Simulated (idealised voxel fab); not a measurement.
The following process module bears the name voxel transistor to metal.
For reference, the cross-section in this document is cut, with width 180 nm and square cells of 5 nm.
The cross-sections in this document take the form of a grid made of square cells. They are written out as bands, in order from top to bottom. Each band consists of one or more rows of cells.
First you get the band's top height and its bottom height, in nm, and then the materials it's made of, left to right, with each width in nm. If you see a single material with "everywhere", that one covers the band edge to edge. "air" is empty space.
Heights from 0 (as-received wafer is one material below). Bottom band endless downward, as "0..down".
Read "30 to 40" as a graded width: first number on top, second number at the bottom, same change between each pair of neighbouring rows.
"all unchanged", as given for a step, is the statement that not any cell of the cross-section underwent a change during that step.
Entry "Closed cavity list" = empty spaces >= 8 cells with no open way to the top; each as width x height at distance, distance from left edge, all nm.
Past the settings on a step's line: simulator remark, on that step.
overlay nm, on a step with a mask: how far to the right of its planned place the mask lay; to the left if negative

HERE'S WHAT THE PLANNED PROCESS STEPS LOOK LIKE
1. RECEIVE,material Si
2. OXIDIZE,depth nm 5
3. CONFORMAL_DEP,material SiN,thk nm 15
4. PATTERN,tone cover,mask id ACTIVE,material resist,width nm 115,thk nm 15,overlay nm 0
5. DIRECTIONAL_ETCH,etch materials SiN,depth nm 15
6. DIRECTIONAL_ETCH,etch materials SiO2,depth nm 5
7. DIRECTIONAL_ETCH,etch materials Si,depth nm 25
8. STRIP,etch materials resist
9. OXIDIZE,depth nm 5
10. FILL_DEP,material SiO2,thk nm 15
11. CMP,height nm 15
12. SELECTIVE_ETCH,etch materials SiO2,depth nm 10
13. STRIP,etch materials SiN
14. SELECTIVE_ETCH,etch materials SiO2,depth nm 5
15. OXIDIZE,depth nm 5
16. DIRECTIONAL_DEP,material polySi,thk nm 30
17. DIRECTIONAL_DEP,material SiCN,thk nm 10
18. PATTERN,tone cover,mask id GATE,material resist,width nm 25,thk nm 15,overlay nm 0
19. DIRECTIONAL_ETCH,etch materials SiCN,depth nm 20
20. DIRECTIONAL_ETCH,etch materials polySi,depth nm 40
21. STRIP,etch materials resist
22. CONFORMAL_DEP,material SiN,thk nm 5
23. DIRECTIONAL_ETCH,etch materials SiN,depth nm 5
24. DIRECTIONAL_ETCH,etch materials SiO2,depth nm 5
25. DIRECTIONAL_ETCH,etch materials Si,depth nm 10
26. EPI,material nSi,thk nm 10
27. FILL_DEP,material SiO2,thk nm 10
28. CMP,height nm 25
29. STRIP,etch materials polySi
30. SELECTIVE_ETCH,etch materials SiO2,depth nm 5
31. CONFORMAL_DEP,material HfO2,thk nm 5
32. CONFORMAL_DEP,material TiN,thk nm 5
33. FILL_DEP,material W,thk nm 5
34. CMP,height nm 20
35. DIRECTIONAL_DEP,material SiO2,thk nm 15
36. DIRECTIONAL_DEP,material aC,thk nm 15
37. PATTERN,tone open,mask id CONTACT,material resist,width nm 20,pitch nm 85,thk nm 30,overlay nm 0
38. DIRECTIONAL_ETCH,etch materials aC,depth nm 15
39. STRIP,etch materials resist
40. DIRECTIONAL_ETCH,etch materials SiO2,depth nm 45
41. STRIP,etch materials aC
42. CONFORMAL_DEP,material TiN,thk nm 5
43. FILL_DEP,material Ru,thk nm 5
44. CMP,height nm 35
45. CONFORMAL_DEP,material SiCN,thk nm 5
46. DIRECTIONAL_DEP,material lowk,thk nm 20
47. DIRECTIONAL_DEP,material aC,thk nm 15
48. PATTERN,tone open,mask id METAL_1,material resist,width nm 20,pitch nm 85,thk nm 35,overlay nm 0
49. DIRECTIONAL_ETCH,etch materials aC,depth nm 15
50. STRIP,etch materials resist
51. DIRECTIONAL_ETCH,etch materials lowk,depth nm 20
52. DIRECTIONAL_ETCH,etch materials SiCN,depth nm 5
53. STRIP,etch materials aC
54. CONFORMAL_DEP,material TiN,thk nm 5
55. FILL_DEP,material Ru,thk nm 10
56. CMP,height nm 60
57. CONFORMAL_DEP,material SiCN,thk nm 5
58. DIRECTIONAL_DEP,material SiO2,thk nm 30
59. MASKED_ETCH,tone open,mask id METAL_2_HOLES,width nm 15,pitch nm 85,etch materials SiO2,depth nm 30,overlay nm 0
60. DIRECTIONAL_DEP,material aC,thk nm 10
61. PATTERN,tone open,mask id METAL_2,material resist,width nm 20,pitch nm 85,thk nm 30,overlay nm 0
62. DIRECTIONAL_ETCH,etch materials aC,depth nm 10
63. STRIP,etch materials resist
64. DIRECTIONAL_ETCH,etch materials SiO2,depth nm 15
65. DIRECTIONAL_ETCH,etch materials SiCN,depth nm 5
66. STRIP,etch materials aC
67. CONFORMAL_DEP,material TiN,thk nm 5
68. FILL_DEP,material Cu,thk nm 10
69. CMP,height nm 95
70. CONFORMAL_DEP,material SiCN,thk nm 5

SO THIS IS THE INCOMING WAFER IN CROSS-SECTION - IT'S ALREADY BEEN THROUGH STEP 1
  0..down | Si everywhere
  Closed cavity list: none

THE CROSS-SECTION SHOWN CORRESPONDS TO THE WAFER AT THE CONCLUSION OF THE MODULE. THE INITIAL STRUCTURE AND THE PROCESS PLAN ARE THOSE PRESENTED ABOVE; HOWEVER, ONE MISTAKE OCCURRED IN EXECUTING THE PLAN
  100..95 | SiCN everywhere
  95..85 | SiO2 (35)  TiN (5)  Cu (10)  TiN (5)  SiO2 (65)  TiN (5)  Cu (10)  TiN (5)  SiO2 (40)
  85..80 | SiO2 (35)  TiN (5)  Cu (5)  TiN (10)  SiO2 (65)  TiN (5)  Cu (5)  TiN (10)  SiO2 (40)
  80..65 | SiO2 (35)  TiN (5)  Cu (5)  TiN (5)  SiO2 (70)  TiN (5)  Cu (5)  TiN (5)  SiO2 (45)
  65..60 | SiCN (35)  TiN (15)  SiCN (70)  TiN (15)  SiCN (45)
  60..40 | lowk (35)  TiN (5)  Ru (15)  TiN (5)  lowk (60)  TiN (5)  Ru (15)  TiN (5)  lowk (35)
  40..35 | SiCN (35)  TiN (25)  SiCN (60)  TiN (25)  SiCN (35)
  35..20 | SiO2 (35)  TiN (5)  Ru (10)  TiN (5)  SiO2 (65)  TiN (5)  Ru (10)  TiN (5)  SiO2 (40)
  20..0 | SiO2 (35)  TiN (5)  Ru (10)  TiN (5)  SiO2 (15)  SiN (5)  HfO2 (5)  TiN (5)  W (5)  TiN (5)  HfO2 (5)  SiN (5)  SiO2 (15)  TiN (5)  Ru (10)  TiN (5)  SiO2 (40)
  0..-5 | SiO2 (25)  SiN (5)  SiO2 (5)  TiN (5)  Ru (10)  TiN (5)  SiO2 (5)  nSi (10)  SiN (5)  HfO2 (5)  TiN (15)  HfO2 (5)  SiN (5)  nSi (10)  SiO2 (5)  TiN (5)  Ru (10)  TiN (5)  SiO2 (5)  SiN (5)  SiO2 (30)
  -5..-10 | SiO2 (35)  TiN (20)  SiO2 (5)  nSi (10)  HfO2 (35)  nSi (10)  SiO2 (5)  TiN (20)  SiO2 (40)
  -10..-20 | SiO2 (35)  nSi (35)  Si (35)  nSi (35)  SiO2 (40)
  -20..-35 | SiO2 (35)  Si (105)  SiO2 (40)
  -35..down | Si everywhere
  Closed cavity list: none
Run error: it should be noted that step 48 was executed with settings other than those planned, the operation and settings actually applied being PATTERN,tone open,mask id METAL_1,material resist,width nm 25,pitch nm 85,thk nm 35,overlay nm 0
